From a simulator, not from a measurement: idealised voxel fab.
Process module heading - voxel transistor to metal
Square cells of 5 nm make up the cross-section cut, whose width is 285 nm.
Throughout this document, each cross-section is represented as a grid of square cells and is presented as a sequence of bands enumerated from the top downward, where a band comprises one or more rows of cells. The band entry comprises the height of the band's top followed by the height of its bottom, expressed in nm, and subsequently the band's materials from left to right, each stated together with its width in nm. Where a single material is marked with the word "everywhere", that material fills the band from edge to edge. The word "air" represents empty space. Convention: height 0 is the level below which the wafer, as received, is all one material. The lowest band does not terminate at the bottom but continues downward, represented as "0 -> down". A width such as "30->40" changes by the same amount from each row of cells to the next, from the band's top row to its bottom row. Step marked "no alterations made"? Then no cell in the cross-section changed in it. Enclosed void entries: empty space of 8 cells or more with no open way to the top, each as width x height at its distance from the left edge, in nm. What comes after the settings on a step's line is commentary from the simulator itself on that step. Among the settings permitted on a step's line is "overlay nm"; applied to a step with a mask, it specifies the extent to which the mask lay to the right of its planned position, whereas a negative figure signifies a position to the left.

# So here's the lineup of process steps we planned
1) RECEIVE, material Si
2) OXIDIZE, depth nm 5
3) CONFORMAL_DEP, material SiN, thk nm 15
4) DIRECTIONAL_DEP, material aC, thk nm 15
5) PATTERN, tone cover, mask id ACTIVE, material resist, width nm 100, pitch nm 120, thk nm 35, overlay nm 0
6) DIRECTIONAL_ETCH, etch materials aC, depth nm 15
7) STRIP, etch materials resist
8) DIRECTIONAL_ETCH, etch materials SiN, depth nm 15
9) DIRECTIONAL_ETCH, etch materials SiO2, depth nm 5
10) DIRECTIONAL_ETCH, etch materials Si, depth nm 30
11) STRIP, etch materials aC
12) OXIDIZE, depth nm 5
13) FILL_DEP, material SiO2, thk nm 15
14) CMP, height nm 15
15) SELECTIVE_ETCH, etch materials SiO2, depth nm 10
16) STRIP, etch materials SiN
17) SELECTIVE_ETCH, etch materials SiO2, depth nm 5
18) OXIDIZE, depth nm 5
19) DIRECTIONAL_DEP, material polySi, thk nm 30
20) DIRECTIONAL_DEP, material SiCN, thk nm 10
21) MASKED_ETCH, tone cover, mask id GATE, width nm 30, pitch nm 120, etch materials SiCN, depth nm 20, overlay nm 0
22) MASKED_ETCH, tone cover, mask id GATE, width nm 30, pitch nm 120, etch materials polySi, depth nm 40, overlay nm 0
23) CONFORMAL_DEP, material SiO2, thk nm 5
24) DIRECTIONAL_ETCH, etch materials SiO2, depth nm 5
25) CONFORMAL_DEP, material SiN, thk nm 5
26) DIRECTIONAL_ETCH, etch materials SiN, depth nm 5
27) DIRECTIONAL_ETCH, etch materials SiO2, depth nm 5
28) DIRECTIONAL_ETCH, etch materials Si, depth nm 5
29) EPI, material SiGe, thk nm 5
30) FILL_DEP, material SiO2, thk nm 10
31) CMP, height nm 25
32) STRIP, etch materials polySi
33) SELECTIVE_ETCH, etch materials SiO2, depth nm 5
34) CONFORMAL_DEP, material HfO2, thk nm 5
35) CONFORMAL_DEP, material TiN, thk nm 5
36) FILL_DEP, material W, thk nm 10
37) CMP, height nm 20
38) DIRECTIONAL_DEP, material SiO2, thk nm 15
39) PATTERN, tone open, mask id CONTACT, material resist, width nm 15, thk nm 15, overlay nm 0
40) DIRECTIONAL_ETCH, etch materials SiO2, depth nm 45
41) STRIP, etch materials resist
42) CONFORMAL_DEP, material TiN, thk nm 5
43) FILL_DEP, material W, thk nm 5
44) CMP, height nm 35
45) DIRECTIONAL_DEP, material TiN, thk nm 5
46) DIRECTIONAL_DEP, material Ru, thk nm 25
47) MASKED_ETCH, tone cover, mask id METAL_1, width nm 15, etch materials Ru, depth nm 25, overlay nm 0
48) MASKED_ETCH, tone cover, mask id METAL_1, width nm 15, etch materials TiN, depth nm 5, overlay nm 0
49) FILL_DEP, material SiO2, thk nm 5
50) CMP, height nm 65
51) CONFORMAL_DEP, material SiN, thk nm 5

# Incoming wafer, cross-sectional view, post step 1
- 0 -> down: Si everywhere
- Enclosed void entries: none

# Here's the cross-section of the first of our two wafers at the end of the module - it ran as planned
- 70 -> 65: SiN everywhere
- 65 -> 40: SiO2: 35  Ru: 15  SiO2: 60  Ru: 15  SiO2: 30  Ru: 15  SiO2: 60  Ru: 15  SiO2: 40
- 40 -> 35: SiO2: 35  TiN: 15  SiO2: 60  TiN: 15  SiO2: 30  TiN: 15  SiO2: 60  TiN: 15  SiO2: 40
- 35 -> 20: SiO2: 35  TiN: 5  W: 5  TiN: 5  SiO2: 60  TiN: 5  W: 5  TiN: 5  SiO2: 30  TiN: 5  W: 5  TiN: 5  SiO2: 60  TiN: 5  W: 5  TiN: 5  SiO2: 40
- 20 -> 0: SiO2: 35  TiN: 5  W: 5  TiN: 5  SiO2: 5  SiN: 5  HfO2: 5  TiN: 5  W: 20  TiN: 5  HfO2: 5  SiN: 5  SiO2: 5  TiN: 5  W: 5  TiN: 5  SiO2: 30  TiN: 5  W: 5  TiN: 5  SiO2: 5  SiN: 5  HfO2: 5  TiN: 5  W: 20  TiN: 5  HfO2: 5  SiN: 5  SiO2: 5  TiN: 5  W: 5  TiN: 5  SiO2: 40
- 0 -> -5: SiO2: 30  SiN: 5  TiN: 5  W: 5  TiN: 5  SiO2: 5  SiN: 5  HfO2: 5  TiN: 30  HfO2: 5  SiN: 5  SiO2: 5  TiN: 5  W: 5  TiN: 5  SiN: 5  SiO2: 20  SiN: 5  TiN: 5  W: 5  TiN: 5  SiO2: 5  SiN: 5  HfO2: 5  TiN: 30  HfO2: 5  SiN: 5  SiO2: 5  TiN: 5  W: 5  TiN: 5  SiN: 5  SiO2: 35
- -5 -> -10: SiO2: 35  TiN: 15  SiGe: 5  SiO2: 5  HfO2: 40  SiO2: 5  SiGe: 5  TiN: 15  SiO2: 30  TiN: 15  SiGe: 5  SiO2: 5  HfO2: 40  SiO2: 5  SiGe: 5  TiN: 15  SiO2: 40
- -10 -> -15: SiO2: 35  SiGe: 20  Si: 50  SiGe: 20  SiO2: 30  SiGe: 20  Si: 50  SiGe: 20  SiO2: 40
- -15 -> -40: SiO2: 35  Si: 90  SiO2: 30  Si: 90  SiO2: 40
- -40 -> down: Si everywhere
- Enclosed void entries: none

# Cross-sectional image of the second wafer of the two following completion of the module. Starting state and process plan were the same as for the first wafer; one execution error occurred
- 70 -> 65: SiN everywhere
- 65 -> 40: SiO2: 35  Ru: 15  SiO2: 60  Ru: 15  SiO2: 30  Ru: 15  SiO2: 60  Ru: 15  SiO2: 40
- 40 -> 35: SiO2: 35  TiN: 15  SiO2: 60  TiN: 15  SiO2: 30  TiN: 15  SiO2: 60  TiN: 15  SiO2: 40
- 35 -> 20: SiO2: 35  TiN: 5  W: 5  TiN: 5  SiO2: 60  TiN: 5  W: 5  TiN: 5  SiO2: 30  TiN: 5  W: 5  TiN: 5  SiO2: 60  TiN: 5  W: 5  TiN: 5  SiO2: 40
- 20 -> 0: SiO2: 35  TiN: 5  W: 5  TiN: 5  SiO2: 5  SiN: 5  HfO2: 5  TiN: 5  W: 20  TiN: 5  HfO2: 5  SiN: 5  SiO2: 5  TiN: 5  W: 5  TiN: 5  SiO2: 30  TiN: 5  W: 5  TiN: 5  SiO2: 5  SiN: 5  HfO2: 5  TiN: 5  W: 20  TiN: 5  HfO2: 5  SiN: 5  SiO2: 5  TiN: 5  W: 5  TiN: 5  SiO2: 40
- 0 -> -5: SiO2: 30  SiN: 5  TiN: 5  W: 5  TiN: 5  SiO2: 5  SiN: 5  HfO2: 5  TiN: 30  HfO2: 5  SiN: 5  SiO2: 5  TiN: 5  W: 5  TiN: 5  SiN: 5  SiO2: 20  SiN: 5  TiN: 5  W: 5  TiN: 5  SiO2: 5  SiN: 5  HfO2: 5  TiN: 30  HfO2: 5  SiN: 5  SiO2: 5  TiN: 5  W: 5  TiN: 5  SiN: 5  SiO2: 35
- -5 -> -10: SiO2: 35  TiN: 15  SiGe: 5  SiO2: 5  HfO2: 40  SiO2: 5  SiGe: 5  TiN: 15  SiO2: 30  TiN: 15  SiGe: 5  SiO2: 5  HfO2: 40  SiO2: 5  SiGe: 5  TiN: 15  SiO2: 40
- -10 -> -15: SiO2: 40  SiGe: 15  Si: 50  SiGe: 15  SiO2: 40  SiGe: 15  Si: 50  SiGe: 15  SiO2: 45
- -15 -> -45: SiO2: 40  Si: 80  SiO2: 40  Si: 80  SiO2: 45
- -45 -> down: Si everywhere
- Enclosed void entries: none
The plan and the run diverged here: note that step 12 departed from the planned setting and was carried out as OXIDIZE, depth nm 10
Final wafer comparison in cells, second versus first, more or fewer per material: 45 fewer of Si | 4 fewer of SiGe | 49 more of SiO2
